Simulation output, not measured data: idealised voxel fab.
The following process module bears the name voxel capacitor over wiring.
Cross-sectional view cut (width: 155 nm; square cell size: 5 nm).
Notation: cross-section as square-cell grid; stated in bands, top first, going down; one or more cell rows per band.
Quick guide to a band line: top height, bottom height (nm) up front; then every material left to right with its width in nm. Only one material and it's marked "everywhere"? Then it fills the band edge to edge. And "empty" just means empty space.
Convention: height 0 is the level below which the wafer, as received, is all one material. The lowest band does not terminate at the bottom but continues downward, represented as "top 0, no bottom".
Top row gets the first number, bottom row gets the second, and each row in between changes by the same step: that is how a band width like "30->40" works.
"no change" -> step changed no cross-section cell.
Entry "Closed void inventory" = empty spaces >= 8 cells with no open way to the top; each as width x height at distance, distance from left edge, all nm.
Formally, on a step line, whatever follows the settings is a remark that the simulator itself makes on the step.
A step line may carry the setting "overlay nm", which, for steps involving a mask, states the distance by which the mask lay to the right of its intended position; negative values denote displacement to the left.

## plan
1) RECEIVE [material Si]
2) CONFORMAL_DEP [material SiO2] [thk nm 10]
3) CONFORMAL_DEP [material SiN] [thk nm 5]
4) DIRECTIONAL_DEP [material SiO2] [thk nm 25]
5) DIRECTIONAL_DEP [material aC] [thk nm 10]
6) PATTERN [tone open] [mask id METAL_1] [material resist] [width nm 25] [pitch nm 80] [thk nm 25] [overlay nm 0]
7) DIRECTIONAL_ETCH [etch materials aC] [depth nm 10]
8) STRIP [etch materials resist]
9) DIRECTIONAL_ETCH [etch materials SiO2] [depth nm 25]
10) DIRECTIONAL_ETCH [etch materials SiN] [depth nm 5]
11) STRIP [etch materials aC]
12) CONFORMAL_DEP [material TiN] [thk nm 5]
13) FILL_DEP [material Cu] [thk nm 5]
14) CMP [height nm 40]
15) CONFORMAL_DEP [material SiCN] [thk nm 5]
16) DIRECTIONAL_DEP [material lowk] [thk nm 5]
17) DIRECTIONAL_DEP [material aC] [thk nm 15]
18) PATTERN [tone open] [mask id PLUG_1] [material resist] [width nm 15] [thk nm 30] [overlay nm 0]
19) DIRECTIONAL_ETCH [etch materials aC] [depth nm 15]
20) STRIP [etch materials resist]
21) DIRECTIONAL_ETCH [etch materials lowk] [depth nm 15]
22) DIRECTIONAL_ETCH [etch materials SiCN] [depth nm 5]
23) STRIP [etch materials aC]
24) EPI [material Ru] [thk nm 10]
25) EPI [material Ru] [thk nm 10]
26) DIRECTIONAL_DEP [material TiN] [thk nm 5]
27) DIRECTIONAL_DEP [material Al2O3] [thk nm 5]
28) DIRECTIONAL_DEP [material TiN] [thk nm 5]
29) PATTERN [tone cover] [mask id UPPER_PLATE] [material resist] [width nm 60] [thk nm 15] [overlay nm 0]
30) DIRECTIONAL_ETCH [etch materials TiN] [depth nm 5]
31) DIRECTIONAL_ETCH [etch materials Al2O3] [depth nm 5]
32) STRIP [etch materials resist]
33) MASKED_ETCH [tone cover] [mask id LOWER_PLATE] [width nm 70] [etch materials TiN] [depth nm 5] [overlay nm 0]
34) FILL_DEP [material SiO2] [thk nm 15]
35) CMP [height nm 85]
36) PATTERN [tone open] [mask id PLUG_2] [material resist] [width nm 15] [thk nm 15] [overlay nm 0]
37) DIRECTIONAL_ETCH [etch materials SiO2] [depth nm 10]
38) STRIP [etch materials resist]
39) CONFORMAL_DEP [material TiN] [thk nm 5]
40) FILL_DEP [material W] [thk nm 5]
41) CMP [height nm 85]
42) CONFORMAL_DEP [material SiN] [thk nm 5]
Quick note for whoever runs this: the wafers start identical, but the thk nm at step 16 isn't the same across them. The plan just shows what the first wafer had.

## Cross-section of the first of several wafers on receipt, reflecting completion of step 1
> top 0, no bottom | Si everywhere
> Closed void inventory: none

## Every row in this table is a wafer at the end of the module, and it gives, for each of the materials, the cells that wafer has gained (+) or lost (-) since it was received, then its closed voids
thk nm 5; +12 Al2O3; +30 Cu; +20 Ru; +28 SiCN; +52 SiN; +326 SiO2; +61 TiN; +1 W; +28 lowk; Closed void inventory: none
thk nm 10; +12 Al2O3; +30 Cu; +14 Ru; +28 SiCN; +52 SiN; +304 SiO2; +61 TiN; +1 W; +56 lowk; Closed void inventory: none
thk nm 15; +12 Al2O3; +30 Cu; +12 Ru; +28 SiCN; +52 SiN; +278 SiO2; +61 TiN; +1 W; +84 lowk; Closed void inventory: none
thk nm 20; +12 Al2O3; +30 Cu; +31 SiCN; +52 SiN; +258 SiO2; +60 TiN; +115 lowk; Closed void inventory: none
thk nm 25; +12 Al2O3; +30 Cu; +31 SiCN; +52 SiN; +229 SiO2; +58 TiN; +146 lowk; Closed void inventory: none
thk nm 30; +12 Al2O3; +30 Cu; +31 SiCN; +52 SiN; +207 SiO2; +49 TiN; +177 lowk; Closed void inventory: none
